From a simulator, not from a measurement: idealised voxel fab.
The following is a process module called voxel fin reveal.
Each square cell in cross-section cut measures 5 nm, and the section as a whole is 250 nm wide.
How to read a cross-section here: the picture is a grid of square cells, written as bands going from the top down, and any band can span one or more rows of cells. Top height, bottom height, nm. Materials left to right, width each, nm. Single material + "all across" = fills band edge to edge. "empty" = empty. Height is counted from the level 0, under which the received wafer is composed throughout of one material. The lowest of the bands is not closed at the bottom but continues downward, in the notation "0 and below". A width such as "30->40" changes by the same amount from each row of cells to the next, from the band's top row to its bottom row. Step marked "identical to before"? Then no cell in the cross-section changed in it. "Voids lacking openings": sealed empty spaces, 8 cells or more, no open way to top, listed width x height at distance, with distance from the left edge and width, height and distance in nm. Whatever follows a step's settings on its line is a remark the simulator itself makes about that step. overlay nm: where the mask lay relative to plan, measured to the right, on steps with a mask; negatives go left.
## The following list gives the planned process steps
1 RECEIVE [material Si]
2 CONFORMAL_DEP [material SiN] [thk nm 5]
3 DIRECTIONAL_DEP [material aC] [thk nm 15]
4 PATTERN [tone cover] [mask id FINS] [material resist] [width nm 15] [pitch nm 35] [thk nm 35] [overlay nm 0]
5 DIRECTIONAL_ETCH [etch materials aC] [depth nm 15]
6 STRIP [etch materials resist]
7 DIRECTIONAL_ETCH [etch materials SiN] [depth nm 5]
8 DIRECTIONAL_ETCH [etch materials Si] [depth nm 35]
9 STRIP [etch materials aC]
10 OXIDIZE [depth nm 5]
11 FILL_DEP [material SiO2] [thk nm 15]
12 CMP [height nm 5]
13 SELECTIVE_ETCH [etch materials SiO2] [depth nm 25]
14 STRIP [etch materials SiN]
## Delivered wafer in cross-section: state after step 1
	0 and below: Si all across
	Voids lacking openings: none
## The plan above was carried out on the starting structure above with one mistake, and this cross-section shows the wafer at the end of the module
	0 down to -20: Si 75, empty 25, Si 10, empty 25, Si 10, empty 25, Si 80
	-20 down to -40: Si 75, SiO2 25, Si 10, SiO2 25, Si 10, SiO2 25, Si 80
	-40 and below: Si all across
	Voids lacking openings: none
Deviation from plan: rather than as planned, step 4 actually ran as PATTERN [tone open] [mask id FINS] [material resist] [width nm 15] [pitch nm 35] [thk nm 35] [overlay nm 0]
